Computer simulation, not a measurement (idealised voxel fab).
The process module presented herein is designated voxel self aligned vias.
Cross-section cut spans 290 nm and uses square cells 5 nm in size.
Cross-section, as written here: a square-cell grid given band by band from the top down, where a band holds one or more rows of cells. Each band's line starts with the height of the band's top and of its bottom, in nm. Then come its materials from left to right, each with its width in nm. One material with "edge to edge" fills the band from edge to edge. "air" is empty space. Note: height 0 marks the level under which the wafer is uniformly one material as received. Lowest band unbounded below, written "from 0 down". Top row gets the first number, bottom row gets the second, and each row in between changes by the same step: that is how a band width like "30 to 40" works. Reading "no change occurred" for a step: not a cell of the cross-section changed in it. The entry "Listed closed voids" lists the empty spaces that cover at least 8 cells and have no open path to the top. Each is written as width x height at distance, where the distance is measured from the left edge and all three values are in nm. Note: text after step settings on the step line = simulator remark on that step. When a step includes a mask, the "overlay nm" setting on its line states how far to the right of its planned place that mask lay, and negative values state how far to the left.
This section lists the process steps that were planned:
1 RECEIVE [material Si]
2 CONFORMAL_DEP [material SiO2] [thk nm 15]
3 CONFORMAL_DEP [material SiCN] [thk nm 5]
4 DIRECTIONAL_DEP [material lowk] [thk nm 30]
5 DIRECTIONAL_DEP [material aC] [thk nm 15]
6 PATTERN [tone open] [mask id LINES] [material resist] [width nm 25] [pitch nm 60] [thk nm 35] [overlay nm 0]
7 DIRECTIONAL_ETCH [etch materials aC] [depth nm 15]
8 STRIP [etch materials resist]
9 DIRECTIONAL_ETCH [etch materials lowk] [depth nm 30]
10 STRIP [etch materials aC]
11 CONFORMAL_DEP [material TiN] [thk nm 5]
12 FILL_DEP [material W] [thk nm 10]
13 CMP [height nm 50]
14 SELECTIVE_ETCH [etch materials W Ru TiN] [depth nm 5]
15 FILL_DEP [material SiN] [thk nm 10]
16 CMP [height nm 50]
17 DIRECTIONAL_DEP [material lowk] [thk nm 15]
18 MASKED_ETCH [tone open] [mask id VIAS] [width nm 45] [pitch nm 60] [etch materials lowk] [depth nm 15] [overlay nm 0]
19 MASKED_ETCH [tone open] [mask id VIAS] [width nm 45] [pitch nm 60] [etch materials SiN] [depth nm 5] [overlay nm 0]
20 CONFORMAL_DEP [material TiN] [thk nm 5]
21 FILL_DEP [material Cu] [thk nm 5]
22 CMP [height nm 65]
23 CONFORMAL_DEP [material SiCN] [thk nm 5]
Incoming wafer, cross-sectional view, post step 1:
	from 0 down | Si edge to edge
	Listed closed voids: none
Starting wafer: above. Plan: above. Run: one mistake. Cross-section after the module: below:
	from 70 to 65 | SiCN edge to edge
	from 65 to 55 | 60 of lowk | 5 of TiN | 35 of Cu | 5 of TiN | 15 of lowk | 5 of TiN | 35 of Cu | 5 of TiN | 15 of lowk | 5 of TiN | 35 of Cu | 5 of TiN | 65 of lowk
	from 55 to 50 | 60 of lowk | 45 of TiN | 15 of lowk | 45 of TiN | 15 of lowk | 45 of TiN | 65 of lowk
	from 50 to 45 | SiCN edge to edge
	from 45 to 15 | lowk edge to edge
	from 15 to 0 | SiO2 edge to edge
	from 0 down | Si edge to edge
	Listed closed voids: none
What went wrong in running the wafer? steps 3 and 4 swapped
